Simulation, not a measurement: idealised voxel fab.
Documented hereafter: the process module known as voxel self aligned vias.
Cross-section cut spans 295 nm and uses square cells 5 nm in size.
A cross-section in this document is a grid of square cells, and it is written down as bands, the top band listed before the ones below it; a band is made up of one or more rows of cells. Top height, bottom height, nm. Materials left to right, width each, nm. Single material + "full width" = fills band edge to edge. "blank" = empty. We count height from 0. Below that, the starting wafer is all one material. The lowest band never ends at the bottom but goes on down; see "0 -> down" for how that is written. The notation "30..40" denotes a width that varies across the rows of cells in the band, beginning at the first number in the top row, finishing at the second number in the bottom row, and changing by an identical amount from each row to the next. "nothing different" -> step changed no cross-section cell. "Unvented voids" specifies each empty space that is not open to the top and that occupies no fewer than 8 cells, using the form width x height at distance, the distance measured from the left edge and all three quantities in nm. On a step's line, text after the settings is the simulator commenting on that step. overlay nm: right-of-plan distance of the mask on a masked step; negative values mean left-of-plan.

List of planned process steps
1 RECEIVE with material Si
2 CONFORMAL_DEP with material SiO2, thk nm 10
3 CONFORMAL_DEP with material SiCN, thk nm 5
4 DIRECTIONAL_DEP with material SiO2, thk nm 30
5 MASKED_ETCH with tone open, mask id LINES, width nm 25, pitch nm 65, etch materials SiO2, depth nm 30, overlay nm 0
6 CONFORMAL_DEP with material TiN, thk nm 5
7 FILL_DEP with material W, thk nm 10
8 CMP with height nm 45
9 SELECTIVE_ETCH with etch materials W Ru TiN, depth nm 10
10 FILL_DEP with material SiN, thk nm 5
11 CMP with height nm 45
12 DIRECTIONAL_DEP with material SiO2, thk nm 15
13 PATTERN with tone open, mask id VIAS, material resist, width nm 35, pitch nm 130, thk nm 15, overlay nm 0
14 DIRECTIONAL_ETCH with etch materials SiO2, depth nm 15
15 DIRECTIONAL_ETCH with etch materials SiN, depth nm 10
16 STRIP with etch materials resist
17 CONFORMAL_DEP with material TiN, thk nm 5
18 FILL_DEP with material Ru, thk nm 10
19 CMP with height nm 60
20 CONFORMAL_DEP with material SiCN, thk nm 5

First wafer, two in total, run as planned

Incoming wafer, cross-sectional view, post step 1
- 0 -> down: Si full width
- Unvented voids: none

State of the wafer after step 2, shown in cross-section
- 10 -> 0: SiO2 full width
- Anything lower than 0 is untouched.

State of the wafer after step 3, shown in cross-section
- 15 -> 10: SiCN full width
- Anything lower than 10 is untouched.

State of the wafer after step 4, shown in cross-section
- 45 -> 15: SiO2 full width
- Anything lower than 15 is untouched.

State of the wafer after step 5, shown in cross-section
- 45 -> 15: 70 SiO2 | 25 blank | 40 SiO2 | 25 blank | 40 SiO2 | 25 blank | 70 SiO2
- Anything lower than 15 is untouched.

State of the wafer after step 6, shown in cross-section
- 50 -> 45: 75 TiN | 15 blank | 50 TiN | 15 blank | 50 TiN | 15 blank | 75 TiN
- 45 -> 20: 70 SiO2 | 5 TiN | 15 blank | 5 TiN | 40 SiO2 | 5 TiN | 15 blank | 5 TiN | 40 SiO2 | 5 TiN | 15 blank | 5 TiN | 70 SiO2
- 20 -> 15: 70 SiO2 | 25 TiN | 40 SiO2 | 25 TiN | 40 SiO2 | 25 TiN | 70 SiO2
- Anything lower than 15 is untouched.

State of the wafer after step 7, shown in cross-section
- 60 -> 50: W full width
- 50 -> 45: 75 TiN | 15 W | 50 TiN | 15 W | 50 TiN | 15 W | 75 TiN
- 45 -> 20: 70 SiO2 | 5 TiN | 15 W | 5 TiN | 40 SiO2 | 5 TiN | 15 W | 5 TiN | 40 SiO2 | 5 TiN | 15 W | 5 TiN | 70 SiO2
- Anything lower than 20 is untouched.

State of the wafer after step 8, shown in cross-section
- 45 -> 20: 70 SiO2 | 5 TiN | 15 W | 5 TiN | 40 SiO2 | 5 TiN | 15 W | 5 TiN | 40 SiO2 | 5 TiN | 15 W | 5 TiN | 70 SiO2
- Anything lower than 20 is untouched.

State of the wafer after step 9, shown in cross-section
- 45 -> 35: 70 SiO2 | 25 blank | 40 SiO2 | 25 blank | 40 SiO2 | 25 blank | 70 SiO2
- Anything lower than 35 is untouched.

State of the wafer after step 10, shown in cross-section
- 50 -> 45: SiN full width
- 45 -> 35: 70 SiO2 | 25 SiN | 40 SiO2 | 25 SiN | 40 SiO2 | 25 SiN | 70 SiO2
- Anything lower than 35 is untouched.

State of the wafer after step 11, shown in cross-section
- 45 -> 35: 70 SiO2 | 25 SiN | 40 SiO2 | 25 SiN | 40 SiO2 | 25 SiN | 70 SiO2
- Anything lower than 35 is untouched.

State of the wafer after step 12, shown in cross-section
- 60 -> 45: SiO2 full width
- Anything lower than 45 is untouched.

State of the wafer after step 13, shown in cross-section
- 75 -> 60: 65 resist | 35 blank | 95 resist | 35 blank | 65 resist
- Anything lower than 60 is untouched.

State of the wafer after step 14, shown in cross-section
- 75 -> 60: 65 resist | 35 blank | 95 resist | 35 blank | 65 resist
- 60 -> 45: 65 SiO2 | 35 blank | 95 SiO2 | 35 blank | 65 SiO2
- Anything lower than 45 is untouched.

State of the wafer after step 15, shown in cross-section
- 75 -> 60: 65 resist | 35 blank | 95 resist | 35 blank | 65 resist
- 60 -> 45: 65 SiO2 | 35 blank | 95 SiO2 | 35 blank | 65 SiO2
- 45 -> 35: 70 SiO2 | 25 blank | 40 SiO2 | 25 SiN | 40 SiO2 | 25 blank | 70 SiO2
- Anything lower than 35 is untouched.

State of the wafer after step 16, shown in cross-section
- 60 -> 45: 65 SiO2 | 35 blank | 95 SiO2 | 35 blank | 65 SiO2
- Anything lower than 45 is untouched.

State of the wafer after step 17, shown in cross-section
- 65 -> 60: 70 TiN | 25 blank | 105 TiN | 25 blank | 70 TiN
- 60 -> 50: 65 SiO2 | 5 TiN | 25 blank | 5 TiN | 95 SiO2 | 5 TiN | 25 blank | 5 TiN | 65 SiO2
- 50 -> 45: 65 SiO2 | 10 TiN | 15 blank | 10 TiN | 95 SiO2 | 10 TiN | 15 blank | 10 TiN | 65 SiO2
- 45 -> 40: 70 SiO2 | 5 TiN | 15 blank | 5 TiN | 40 SiO2 | 25 SiN | 40 SiO2 | 5 TiN | 15 blank | 5 TiN | 70 SiO2
- 40 -> 35: 70 SiO2 | 25 TiN | 40 SiO2 | 25 SiN | 40 SiO2 | 25 TiN | 70 SiO2
- Anything lower than 35 is untouched.

State of the wafer after step 18, shown in cross-section
- 75 -> 65: Ru full width
- 65 -> 60: 70 TiN | 25 Ru | 105 TiN | 25 Ru | 70 TiN
- 60 -> 50: 65 SiO2 | 5 TiN | 25 Ru | 5 TiN | 95 SiO2 | 5 TiN | 25 Ru | 5 TiN | 65 SiO2
- 50 -> 45: 65 SiO2 | 10 TiN | 15 Ru | 10 TiN | 95 SiO2 | 10 TiN | 15 Ru | 10 TiN | 65 SiO2
- 45 -> 40: 70 SiO2 | 5 TiN | 15 Ru | 5 TiN | 40 SiO2 | 25 SiN | 40 SiO2 | 5 TiN | 15 Ru | 5 TiN | 70 SiO2
- Anything lower than 40 is untouched.

State of the wafer after step 19, shown in cross-section
- 60 -> 50: 65 SiO2 | 5 TiN | 25 Ru | 5 TiN | 95 SiO2 | 5 TiN | 25 Ru | 5 TiN | 65 SiO2
- Anything lower than 50 is untouched.

State of the wafer after step 20, shown in cross-section
- 65 -> 60: SiCN full width
- Anything lower than 60 is untouched.

Second wafer. Start and plan as for the first. One mistake made in running. Agrees with the first up to and including step 1

Cross-section, second wafer, at the end time the plan gives for step 2
- 5 -> 0: SiO2 full width
- Anything lower than 0 is untouched.

Cross-section, second wafer, at the end time the plan gives for step 3
- 10 -> 5: SiCN full width
- Anything lower than 5 is untouched.

Cross-section, second wafer, at the end time the plan gives for step 4
- 40 -> 10: SiO2 full width
- Anything lower than 10 is untouched.

Cross-section, second wafer, at the end time the plan gives for step 5
- 40 -> 10: 70 SiO2 | 25 blank | 40 SiO2 | 25 blank | 40 SiO2 | 25 blank | 70 SiO2
- Anything lower than 10 is untouched.

Cross-section, second wafer, at the end time the plan gives for step 6
- 45 -> 40: 75 TiN | 15 blank | 50 TiN | 15 blank | 50 TiN | 15 blank | 75 TiN
- 40 -> 15: 70 SiO2 | 5 TiN | 15 blank | 5 TiN | 40 SiO2 | 5 TiN | 15 blank | 5 TiN | 40 SiO2 | 5 TiN | 15 blank | 5 TiN | 70 SiO2
- 15 -> 10: 70 SiO2 | 25 TiN | 40 SiO2 | 25 TiN | 40 SiO2 | 25 TiN | 70 SiO2
- Anything lower than 10 is untouched.

Cross-section, second wafer, at the end time the plan gives for step 7
- 55 -> 45: W full width
- 45 -> 40: 75 TiN | 15 W | 50 TiN | 15 W | 50 TiN | 15 W | 75 TiN
- 40 -> 15: 70 SiO2 | 5 TiN | 15 W | 5 TiN | 40 SiO2 | 5 TiN | 15 W | 5 TiN | 40 SiO2 | 5 TiN | 15 W | 5 TiN | 70 SiO2
- Anything lower than 15 is untouched.

Cross-section, second wafer, at the end time the plan gives for step 8
- 45 -> 40: 75 TiN | 15 W | 50 TiN | 15 W | 50 TiN | 15 W | 75 TiN
- Anything lower than 40 is untouched.

Cross-section, second wafer, at the end time the plan gives for step 9
- 40 -> 35: 70 SiO2 | 25 blank | 40 SiO2 | 25 blank | 40 SiO2 | 25 blank | 70 SiO2
- Anything lower than 35 is untouched.

Cross-section, second wafer, at the end time the plan gives for step 10
- 45 -> 40: SiN full width
- 40 -> 35: 70 SiO2 | 25 SiN | 40 SiO2 | 25 SiN | 40 SiO2 | 25 SiN | 70 SiO2
- Anything lower than 35 is untouched.

Cross-section, second wafer, at the end time the plan gives for step 11: nothing different

Cross-section, second wafer, at the end time the plan gives for step 12
- 60 -> 45: SiO2 full width
- Anything lower than 45 is untouched.

Cross-section, second wafer, at the end time the plan gives for step 13
- 75 -> 60: 65 resist | 35 blank | 95 resist | 35 blank | 65 resist
- Anything lower than 60 is untouched.

Cross-section, second wafer, at the end time the plan gives for step 14
- 75 -> 60: 65 resist | 35 blank | 95 resist | 35 blank | 65 resist
- 60 -> 45: 65 SiO2 | 35 blank | 95 SiO2 | 35 blank | 65 SiO2
- Anything lower than 45 is untouched.

Cross-section, second wafer, at the end time the plan gives for step 15
- 75 -> 60: 65 resist | 35 blank | 95 resist | 35 blank | 65 resist
- 60 -> 45: 65 SiO2 | 35 blank | 95 SiO2 | 35 blank | 65 SiO2
- 45 -> 40: 65 SiN | 35 blank | 95 SiN | 35 blank | 65 SiN
- 40 -> 35: 70 SiO2 | 25 blank | 40 SiO2 | 25 SiN | 40 SiO2 | 25 blank | 70 SiO2
- Anything lower than 35 is untouched.

Cross-section, second wafer, at the end time the plan gives for step 16
- 60 -> 45: 65 SiO2 | 35 blank | 95 SiO2 | 35 blank | 65 SiO2
- Anything lower than 45 is untouched.

Cross-section, second wafer, at the end time the plan gives for step 17
- 65 -> 60: 70 TiN | 25 blank | 105 TiN | 25 blank | 70 TiN
- 60 -> 45: 65 SiO2 | 5 TiN | 25 blank | 5 TiN | 95 SiO2 | 5 TiN | 25 blank | 5 TiN | 65 SiO2
- 45 -> 40: 65 SiN | 10 TiN | 15 blank | 10 TiN | 95 SiN | 10 TiN | 15 blank | 10 TiN | 65 SiN
- 40 -> 35: 70 SiO2 | 25 TiN | 40 SiO2 | 25 SiN | 40 SiO2 | 25 TiN | 70 SiO2
- Anything lower than 35 is untouched.

Cross-section, second wafer, at the end time the plan gives for step 18
- 75 -> 65: Ru full width
- 65 -> 60: 70 TiN | 25 Ru | 105 TiN | 25 Ru | 70 TiN
- 60 -> 45: 65 SiO2 | 5 TiN | 25 Ru | 5 TiN | 95 SiO2 | 5 TiN | 25 Ru | 5 TiN | 65 SiO2
- 45 -> 40: 65 SiN | 10 TiN | 15 Ru | 10 TiN | 95 SiN | 10 TiN | 15 Ru | 10 TiN | 65 SiN
- Anything lower than 40 is untouched.

Cross-section, second wafer, at the end time the plan gives for step 19
- 60 -> 45: 65 SiO2 | 5 TiN | 25 Ru | 5 TiN | 95 SiO2 | 5 TiN | 25 Ru | 5 TiN | 65 SiO2
- Anything lower than 45 is untouched.

Cross-section, second wafer, at the end time the plan gives for step 20
- 65 -> 60: SiCN full width
- Anything lower than 60 is untouched.
What was done differently from what was planned? step 2 ran differently from the plan; actual operation with settings: CONFORMAL_DEP with material SiO2, thk nm 5
Final tally in cells, some materials are higher or lower on the second wafer than on the first: Ru +4 | SiN +40 | SiO2 -59 | TiN +6 | W +9
